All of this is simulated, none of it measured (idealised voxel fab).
The process module presented herein is designated voxel ribs on slabs.
Shown is cross-section cut, with a width of 240 nm and square cells of size 5 nm.
A cross-section is a grid of square cells, given in bands from the top down. A band is one or more rows of cells. The band entry comprises the height of the band's top followed by the height of its bottom, expressed in nm, and subsequently the band's materials from left to right, each stated together with its width in nm. Where a single material is marked with the word "everywhere", that material fills the band from edge to edge. The word "blank" represents empty space. The reference from which all heights are counted is 0, the level beneath which the as-received wafer is entirely one material; the lowest band, having no lower bound, proceeds downward and is written after the example "0 -> down". A two-number width, for instance "30->40", indicates that the width is equal to the first number in the top row of the band and to the second number in the bottom row, and that it changes by a constant amount per row of cells. "left unchanged" means the step left every cell of the cross-section as it was. The entry titled "Sealed void listing" provides the empty spaces that have no open way to the top, restricted to those of 8 cells or more. Each is presented as width x height at distance, the distance being measured from the left edge, with all three in nm. Heads up: the bit after the settings on a step's line is the simulator's remark on that step. "overlay nm" answers the question of how far to the right of plan the mask lay on a step that has a mask, and when it is negative the answer is to the left.
## Here's what the planned process steps look like
1) RECEIVE,material Si
2) DIRECTIONAL_DEP,material SiO2,thk nm 30
3) DIRECTIONAL_DEP,material SiN,thk nm 20
4) MASKED_ETCH,tone cover,mask id RIB,width nm 25,etch materials SiN,depth nm 5,overlay nm 0
5) PATTERN,tone cover,mask id SLAB,material resist,width nm 65,thk nm 20,overlay nm 0
6) DIRECTIONAL_ETCH,etch materials SiN,depth nm 15
7) STRIP,etch materials resist
8) FILL_DEP,material SiO2,thk nm 15
9) CMP,height nm 60
10) DIRECTIONAL_DEP,material TiN,thk nm 5
11) DIRECTIONAL_DEP,material aC,thk nm 10
12) PATTERN,tone cover,mask id HEATER,material resist,width nm 35,thk nm 25,overlay nm -15
13) DIRECTIONAL_ETCH,etch materials aC,depth nm 10
14) STRIP,etch materials resist
15) DIRECTIONAL_ETCH,etch materials TiN,depth nm 5
16) STRIP,etch materials aC
17) CONFORMAL_DEP,material SiO2,thk nm 10
It is noted that the wafers described herein are identical at the outset and are distinguished by the overlay nm of step 12; the value stated in the plan corresponds to the first wafer.
## The first of several wafers as received, shown in cross-section; this is its state after step 1
- 0 -> down: Si everywhere
- Sealed void listing: none
## Cross-section after step 17, the final step of the module, for the first of several wafers
- 75 -> 70: 75 of blank / 55 of SiO2 / 110 of blank
- 70 -> 65: SiO2 everywhere
- 65 -> 60: 85 of SiO2 / 35 of TiN / 120 of SiO2
- 60 -> 50: SiO2 everywhere
- 50 -> 45: 105 of SiO2 / 25 of SiN / 110 of SiO2
- 45 -> 30: 85 of SiO2 / 65 of SiN / 90 of SiO2
- 30 -> 0: SiO2 everywhere
- 0 -> down: Si everywhere
- Sealed void listing: none
## Last wafer, end of module, cross-section
- 75 -> 70: 105 of blank / 55 of SiO2 / 80 of blank
- 70 -> 65: SiO2 everywhere
- 65 -> 60: 115 of SiO2 / 35 of TiN / 90 of SiO2
- 60 -> 50: SiO2 everywhere
- 50 -> 45: 105 of SiO2 / 25 of SiN / 110 of SiO2
- 45 -> 30: 85 of SiO2 / 65 of SiN / 90 of SiO2
- 30 -> 0: SiO2 everywhere
- 0 -> down: Si everywhere
- Sealed void listing: none
## Below, a row for every wafer. Read it as the end-of-module picture: for each material the wafer shows its cells gained (+) or lost (-) since it was received, and then its closed voids
overlay nm -15; +44 SiN; +632 SiO2; +7 TiN; Sealed void listing: none
overlay nm -10; +44 SiN; +632 SiO2; +7 TiN; Sealed void listing: none
overlay nm -5; +44 SiN; +632 SiO2; +7 TiN; Sealed void listing: none
overlay nm 0; +44 SiN; +632 SiO2; +7 TiN; Sealed void listing: none
overlay nm 5; +44 SiN; +632 SiO2; +7 TiN; Sealed void listing: none
overlay nm 10; +44 SiN; +632 SiO2; +7 TiN; Sealed void listing: none
overlay nm 15; +44 SiN; +632 SiO2; +7 TiN; Sealed void listing: none
